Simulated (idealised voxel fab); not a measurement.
This is a process module. Its name is voxel fin reveal.
Cross-section cut: width 270 nm, square cells of 5 nm.
Cross-section format: a grid of square cells, given as bands from top to bottom; each band is one or more rows of cells. Each band's line starts with the height of the band's top and of its bottom, in nm. Then come its materials from left to right, each with its width in nm. One material with "all across" fills the band from edge to edge. "empty" is empty space. For the purposes of this specification, 0 denotes the height below which the wafer in its as-received condition is composed wholly of one material, and the lowermost band, lacking a lower limit, extends downward without end, as expressed in "from 0 down". Think of "30->40" as a width that walks from the first number to the second as you go down the band, top row to bottom row, taking equal-sized steps from row to row. Any step labelled "same as before" changed none of the cells in the cross-section. For the entry "Cavities, closed", the listed items are empty spaces with no open way to the top whose size is 8 cells or more; each item follows the pattern width x height at distance, where distance is from the left edge and all three are in nm. The remark found on a step's line after its settings is issued by the simulator itself and pertains to that step. Regarding "overlay nm": on a step with a mask, it is the distance the mask lay to the right of its planned place; a negative value places it to the left.

[The planned process steps are enumerated hereunder]
- 1: RECEIVE [material Si]
- 2: CONFORMAL_DEP [material SiN] [thk nm 5]
- 3: PATTERN [tone cover] [mask id FINS] [material resist] [width nm 15] [pitch nm 45] [thk nm 20] [overlay nm -15]
- 4: DIRECTIONAL_ETCH [etch materials SiN] [depth nm 5]
- 5: DIRECTIONAL_ETCH [etch materials Si] [depth nm 30]
- 6: STRIP [etch materials resist]
- 7: FILL_DEP [material SiO2] [thk nm 15]
- 8: CMP [height nm 5]
- 9: SELECTIVE_ETCH [etch materials SiO2] [depth nm 15]
- 10: STRIP [etch materials SiN]
- 11: CONFORMAL_DEP [material HfO2] [thk nm 5]
The wafers in this document start out alike and differ in the overlay nm applied at step 3; the plan shows the value used for the first wafer.

[So this is the first of several wafers, cross-sectioned as it came to us, meaning it's at the end of step 1]
from 0 down | Si all across
Cavities, closed: none

[Basically each wafer gets a line in the table, showing it at the end of the module: material by material, the cells it gained (+) or lost (-) since we got it, then its closed voids]
overlay nm -15 | +66 HfO2 | -270 Si | +180 SiO2 | Cavities, closed: none
overlay nm -10 | +66 HfO2 | -270 Si | +180 SiO2 | Cavities, closed: none
overlay nm -5 | +66 HfO2 | -270 Si | +180 SiO2 | Cavities, closed: none
overlay nm 0 | +66 HfO2 | -270 Si | +180 SiO2 | Cavities, closed: none
overlay nm 5 | +66 HfO2 | -270 Si | +180 SiO2 | Cavities, closed: none
overlay nm 10 | +66 HfO2 | -270 Si | +180 SiO2 | Cavities, closed: none
overlay nm 15 | +66 HfO2 | -270 Si | +180 SiO2 | Cavities, closed: none
